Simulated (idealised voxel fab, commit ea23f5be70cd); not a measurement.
process module | voxel capacitor over wiring
cross-section cut | 215 nm wide | cells 5 nm
A cross-section is a grid of square cells, given in bands from the top down. A band is one or more rows of cells.
Each band's line starts with the height of the band's top and of its bottom, in nm. Then come its materials from left to right, each with its width in nm. One material with "throughout" fills the band from edge to edge. "air" is empty space.
Height 0 is the level under which the wafer as received is all one material. The lowest band goes on downwards, as in "0 down".
A width such as "30 to 40" changes by the same amount from each row of cells to the next, from the band's top row to its bottom row.
"no change" after a step means that no cell of the cross-section changed.
closed voids: empty space of 8 cells or more with no open way to the top, each as width x height at its distance from the left edge, in nm
after a step's settings: what the simulator itself notes on the step
overlay nm, on a step with a mask: how far to the right of its planned place the mask lay; to the left if negative
plan
1 op RECEIVE | material Si
2 op CONFORMAL_DEP | material SiO2 | thk nm 15
3 op CONFORMAL_DEP | material SiN | thk nm 5
4 op DIRECTIONAL_DEP | material lowk | thk nm 25
5 op DIRECTIONAL_DEP | material aC | thk nm 10
6 op PATTERN | tone open | mask id METAL_1 | material resist | width nm 25 | pitch nm 75 | thk nm 30 | overlay nm 0
7 op DIRECTIONAL_ETCH | etch materials aC | depth nm 10
8 op STRIP | etch materials resist
9 op DIRECTIONAL_ETCH | etch materials lowk | depth nm 25
10 op DIRECTIONAL_ETCH | etch materials SiN | depth nm 5
11 op STRIP | etch materials aC
12 op CONFORMAL_DEP | material TiN | thk nm 5
13 op FILL_DEP | material W | thk nm 10
14 op CMP | height nm 45
15 op EPI | material Ru | thk nm 5
16 op FILL_DEP | material SiCN | thk nm 5
17 op DIRECTIONAL_DEP | material SiO2 | thk nm 20
18 op PATTERN | tone open | mask id PLUG_1 | material resist | width nm 15 | thk nm 20 | overlay nm 0
19 op DIRECTIONAL_ETCH | etch materials SiO2 | depth nm 20
20 op DIRECTIONAL_ETCH | etch materials SiCN | depth nm 5
21 op STRIP | etch materials resist
22 op CONFORMAL_DEP | material TiN | thk nm 5
23 op FILL_DEP | material Cu | thk nm 5
24 op CMP | height nm 75
25 op DIRECTIONAL_DEP | material TiN | thk nm 10
26 op DIRECTIONAL_DEP | material HfO2 | thk nm 5
27 op DIRECTIONAL_DEP | material TiN | thk nm 10
28 op MASKED_ETCH | tone cover | mask id UPPER_PLATE | width nm 55 | etch materials TiN | depth nm 10 | overlay nm 0
29 op MASKED_ETCH | tone cover | mask id UPPER_PLATE | width nm 55 | etch materials HfO2 | depth nm 5 | overlay nm 0
30 op PATTERN | tone cover | mask id LOWER_PLATE | material resist | width nm 65 | thk nm 20 | overlay nm 0
31 op DIRECTIONAL_ETCH | etch materials TiN | depth nm 10
32 op STRIP | etch materials resist
33 op FILL_DEP | material SiO2 | thk nm 15
34 op CMP | height nm 110
35 op MASKED_ETCH | tone open | mask id PLUG_2 | width nm 15 | etch materials SiO2 | depth nm 10 | overlay nm 0
36 op CONFORMAL_DEP | material TiN | thk nm 5
37 op FILL_DEP | material Ru | thk nm 10
38 op CMP | height nm 110
39 op CONFORMAL_DEP | material SiN | thk nm 5
first wafer, as planned
as received, after step 1
  0 down: Si throughout
  closed voids: none
after step 2
  15 to 0: SiO2 throughout
  below 0: unchanged
after step 3
  20 to 15: SiN throughout
  below 15: unchanged
after step 4
  45 to 20: lowk throughout
  below 20: unchanged
after step 5
  55 to 45: aC throughout
  below 45: unchanged
after step 6
  85 to 55: resist 55 | air 25 | resist 50 | air 25 | resist 60
  below 55: unchanged
after step 7
  75 to 55: resist 55 | air 25 | resist 50 | air 25 | resist 60
  55 to 45: aC 55 | air 25 | aC 50 | air 25 | aC 60
  below 45: unchanged
after step 8
  55 to 45: aC 55 | air 25 | aC 50 | air 25 | aC 60
  below 45: unchanged
after step 9
  55 to 45: aC 55 | air 25 | aC 50 | air 25 | aC 60
  45 to 20: lowk 55 | air 25 | lowk 50 | air 25 | lowk 60
  below 20: unchanged
after step 10
  55 to 45: aC 55 | air 25 | aC 50 | air 25 | aC 60
  45 to 20: lowk 55 | air 25 | lowk 50 | air 25 | lowk 60
  20 to 15: SiN 55 | air 25 | SiN 50 | air 25 | SiN 60
  below 15: unchanged
after step 11
  45 to 20: lowk 55 | air 25 | lowk 50 | air 25 | lowk 60
  below 20: unchanged
after step 12
  50 to 45: TiN 60 | air 15 | TiN 60 | air 15 | TiN 65
  45 to 20: lowk 55 | TiN 5 | air 15 | TiN 5 | lowk 50 | TiN 5 | air 15 | TiN 5 | lowk 60
  20 to 15: SiN 55 | TiN 25 | SiN 50 | TiN 25 | SiN 60
  below 15: unchanged
after step 13
  60 to 50: W throughout
  50 to 45: TiN 60 | W 15 | TiN 60 | W 15 | TiN 65
  45 to 20: lowk 55 | TiN 5 | W 15 | TiN 5 | lowk 50 | TiN 5 | W 15 | TiN 5 | lowk 60
  below 20: unchanged
after step 14
  45 to 20: lowk 55 | TiN 5 | W 15 | TiN 5 | lowk 50 | TiN 5 | W 15 | TiN 5 | lowk 60
  below 20: unchanged
after step 15
  50 to 45: air 50 | Ru 35 | air 40 | Ru 35 | air 55
  below 45: unchanged
after step 16
  55 to 50: SiCN throughout
  50 to 45: SiCN 50 | Ru 35 | SiCN 40 | Ru 35 | SiCN 55
  below 45: unchanged
after step 17
  75 to 55: SiO2 throughout
  below 55: unchanged
after step 18
  95 to 75: resist 65 | air 15 | resist 135
  below 75: unchanged
after step 19
  95 to 75: resist 65 | air 15 | resist 135
  75 to 55: SiO2 65 | air 15 | SiO2 135
  below 55: unchanged
after step 20
  95 to 75: resist 65 | air 15 | resist 135
  75 to 55: SiO2 65 | air 15 | SiO2 135
  55 to 50: SiCN 65 | air 15 | SiCN 135
  below 50: unchanged
after step 21
  75 to 55: SiO2 65 | air 15 | SiO2 135
  below 55: unchanged
after step 22
  80 to 75: TiN 70 | air 5 | TiN 140
  75 to 55: SiO2 65 | TiN 5 | air 5 | TiN 5 | SiO2 135
  55 to 50: SiCN 65 | TiN 15 | SiCN 135
  below 50: unchanged
after step 23
  85 to 80: Cu throughout
  80 to 75: TiN 70 | Cu 5 | TiN 140
  75 to 55: SiO2 65 | TiN 5 | Cu 5 | TiN 5 | SiO2 135
  below 55: unchanged
after step 24
  75 to 55: SiO2 65 | TiN 5 | Cu 5 | TiN 5 | SiO2 135
  below 55: unchanged
after step 25
  85 to 75: TiN throughout
  below 75: unchanged
after step 26
  90 to 85: HfO2 throughout
  below 85: unchanged
after step 27
  100 to 90: TiN throughout
  below 90: unchanged
after step 28
  100 to 90: air 65 | TiN 55 | air 95
  below 90: unchanged
after step 29
  100 to 90: air 65 | TiN 55 | air 95
  90 to 85: air 65 | HfO2 55 | air 95
  below 85: unchanged
after step 30
  120 to 100: air 60 | resist 65 | air 90
  100 to 90: air 60 | resist 5 | TiN 55 | resist 5 | air 90
  90 to 85: air 60 | resist 5 | HfO2 55 | resist 5 | air 90
  below 85: unchanged
after step 31
  120 to 100: air 60 | resist 65 | air 90
  100 to 90: air 60 | resist 5 | TiN 55 | resist 5 | air 90
  90 to 85: air 60 | resist 5 | HfO2 55 | resist 5 | air 90
  85 to 75: air 60 | TiN 65 | air 90
  below 75: unchanged
after step 32
  100 to 90: air 65 | TiN 55 | air 95
  90 to 85: air 65 | HfO2 55 | air 95
  below 85: unchanged
after step 33
  115 to 100: SiO2 throughout
  100 to 90: SiO2 65 | TiN 55 | SiO2 95
  90 to 85: SiO2 65 | HfO2 55 | SiO2 95
  85 to 75: SiO2 60 | TiN 65 | SiO2 90
  below 75: unchanged
after step 34
  110 to 100: SiO2 throughout
  below 100: unchanged
after step 35
  110 to 100: SiO2 75 | air 15 | SiO2 125
  below 100: unchanged
after step 36
  115 to 110: TiN 80 | air 5 | TiN 130
  110 to 105: SiO2 75 | TiN 5 | air 5 | TiN 5 | SiO2 125
  105 to 100: SiO2 75 | TiN 15 | SiO2 125
  below 100: unchanged
after step 37
  125 to 115: Ru throughout
  115 to 110: TiN 80 | Ru 5 | TiN 130
  110 to 105: SiO2 75 | TiN 5 | Ru 5 | TiN 5 | SiO2 125
  below 105: unchanged
after step 38
  110 to 105: SiO2 75 | TiN 5 | Ru 5 | TiN 5 | SiO2 125
  below 105: unchanged
after step 39
  115 to 110: SiN throughout
  below 110: unchanged
second wafer: like start, like plan, one mistake. Through step 13 it matches the first wafer
when step 14 should have ended
  40 to 20: lowk 55 | TiN 5 | W 15 | TiN 5 | lowk 50 | TiN 5 | W 15 | TiN 5 | lowk 60
  below 20: unchanged
when step 15 should have ended
  45 to 40: air 50 | Ru 35 | air 40 | Ru 35 | air 55
  below 40: unchanged
when step 16 should have ended
  50 to 45: SiCN throughout
  45 to 40: SiCN 50 | Ru 35 | SiCN 40 | Ru 35 | SiCN 55
  below 40: unchanged
when step 17 should have ended
  70 to 50: SiO2 throughout
  below 50: unchanged
when step 18 should have ended
  90 to 70: resist 65 | air 15 | resist 135
  below 70: unchanged
when step 19 should have ended
  90 to 70: resist 65 | air 15 | resist 135
  70 to 50: SiO2 65 | air 15 | SiO2 135
  below 50: unchanged
when step 20 should have ended
  90 to 70: resist 65 | air 15 | resist 135
  70 to 50: SiO2 65 | air 15 | SiO2 135
  50 to 45: SiCN 65 | air 15 | SiCN 135
  below 45: unchanged
when step 21 should have ended
  70 to 50: SiO2 65 | air 15 | SiO2 135
  below 50: unchanged
when step 22 should have ended
  75 to 70: TiN 70 | air 5 | TiN 140
  70 to 50: SiO2 65 | TiN 5 | air 5 | TiN 5 | SiO2 135
  50 to 45: SiCN 65 | TiN 15 | SiCN 135
  below 45: unchanged
when step 23 should have ended
  80 to 75: Cu throughout
  75 to 70: TiN 70 | Cu 5 | TiN 140
  70 to 50: SiO2 65 | TiN 5 | Cu 5 | TiN 5 | SiO2 135
  below 50: unchanged
when step 24 should have ended
  75 to 70: TiN 70 | Cu 5 | TiN 140
  below 70: unchanged
when step 25 should have ended
  85 to 75: TiN throughout
  below 75: unchanged
when step 26 should have ended
  90 to 85: HfO2 throughout
  below 85: unchanged
when step 27 should have ended
  100 to 90: TiN throughout
  below 90: unchanged
when step 28 should have ended
  100 to 90: air 65 | TiN 55 | air 95
  below 90: unchanged
when step 29 should have ended
  100 to 90: air 65 | TiN 55 | air 95
  90 to 85: air 65 | HfO2 55 | air 95
  below 85: unchanged
when step 30 should have ended
  120 to 100: air 60 | resist 65 | air 90
  100 to 90: air 60 | resist 5 | TiN 55 | resist 5 | air 90
  90 to 85: air 60 | resist 5 | HfO2 55 | resist 5 | air 90
  below 85: unchanged
when step 31 should have ended
  120 to 100: air 60 | resist 65 | air 90
  100 to 90: air 60 | resist 5 | TiN 55 | resist 5 | air 90
  90 to 85: air 60 | resist 5 | HfO2 55 | resist 5 | air 90
  85 to 75: air 60 | TiN 65 | air 90
  below 75: unchanged
when step 32 should have ended
  100 to 90: air 65 | TiN 55 | air 95
  90 to 85: air 65 | HfO2 55 | air 95
  below 85: unchanged
when step 33 should have ended
  115 to 100: SiO2 throughout
  100 to 90: SiO2 65 | TiN 55 | SiO2 95
  90 to 85: SiO2 65 | HfO2 55 | SiO2 95
  85 to 75: SiO2 60 | TiN 65 | SiO2 90
  below 75: unchanged
when step 34 should have ended
  110 to 100: SiO2 throughout
  below 100: unchanged
when step 35 should have ended
  110 to 100: SiO2 75 | air 15 | SiO2 125
  below 100: unchanged
when step 36 should have ended
  115 to 110: TiN 80 | air 5 | TiN 130
  110 to 105: SiO2 75 | TiN 5 | air 5 | TiN 5 | SiO2 125
  105 to 100: SiO2 75 | TiN 15 | SiO2 125
  below 100: unchanged
when step 37 should have ended
  125 to 115: Ru throughout
  115 to 110: TiN 80 | Ru 5 | TiN 130
  110 to 105: SiO2 75 | TiN 5 | Ru 5 | TiN 5 | SiO2 125
  below 105: unchanged
when step 38 should have ended
  110 to 105: SiO2 75 | TiN 5 | Ru 5 | TiN 5 | SiO2 125
  below 105: unchanged
when step 39 should have ended
  115 to 110: SiN throughout
  below 110: unchanged
what went wrong: step 14 ran as: op CMP | height nm 40
at the end the second wafer has, in cells: 1 more of Cu | 38 more of TiN | 6 fewer of W | 33 fewer of lowk
